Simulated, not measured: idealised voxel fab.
process module | voxel tone inversion
cross-section cut | 165 nm wide | cells 5 nm
A cross-section is a grid of square cells, given in bands from the top down. A band is one or more rows of cells.
Each band's line starts with the height of the band's top and of its bottom, in nm. Then come its materials from left to right, each with its width in nm. One material with "throughout" fills the band from edge to edge. "air" is empty space.
Height 0 is the level under which the wafer as received is all one material. The lowest band goes on downwards, as in "0 down".
A width such as "30 to 40" changes by the same amount from each row of cells to the next, from the band's top row to its bottom row.
"no change" after a step means that no cell of the cross-section changed.
closed voids: empty space of 8 cells or more with no open way to the top, each as width x height at its distance from the left edge, in nm
after a step's settings: what the simulator itself notes on the step
overlay nm, on a step with a mask: how far to the right of its planned place the mask lay; to the left if negative
plan
1 op RECEIVE | material Si
2 op CONFORMAL_DEP | material SiCN | thk nm 10
3 op DIRECTIONAL_DEP | material polySi | thk nm 15
4 op PATTERN | tone cover | mask id POSTS | material resist | width nm 15 | pitch nm 30 | thk nm 20 | overlay nm 0
5 op DIRECTIONAL_ETCH | etch materials polySi | depth nm 15
6 op STRIP | etch materials resist
7 op FILL_DEP | material SiO2 | thk nm 5
8 op CMP | height nm 15
9 op STRIP | etch materials polySi
varied across the wafers: height nm of step 8. The plan shows the first wafer's value. All wafers start alike
first wafer as received, after step 1
  0 down: Si throughout
  closed voids: none
first wafer at the end, after step 9
  15 to 10: SiO2 30 | air 15 | SiO2 15 | air 15 | SiO2 15 | air 15 | SiO2 15 | air 15 | SiO2 30
  10 to 0: SiCN throughout
  0 down: Si throughout
  closed voids: none
last wafer at the end
  30 to 25: SiO2 throughout
  25 to 10: SiO2 30 | polySi 15 | SiO2 15 | polySi 15 | SiO2 15 | polySi 15 | SiO2 15 | polySi 15 | SiO2 30
  10 to 0: SiCN throughout
  0 down: Si throughout
  closed voids: none
each wafer at the end: cells of each material gained (+) or lost (-) since it was received, then its closed voids
height nm 15 | +66 SiCN | +21 SiO2 | closed voids: none
height nm 20 | +66 SiCN | +42 SiO2 | closed voids: none
height nm 25 | +66 SiCN | +63 SiO2 | closed voids: none
height nm 30 | +66 SiCN | +96 SiO2 | +36 polySi | closed voids: none
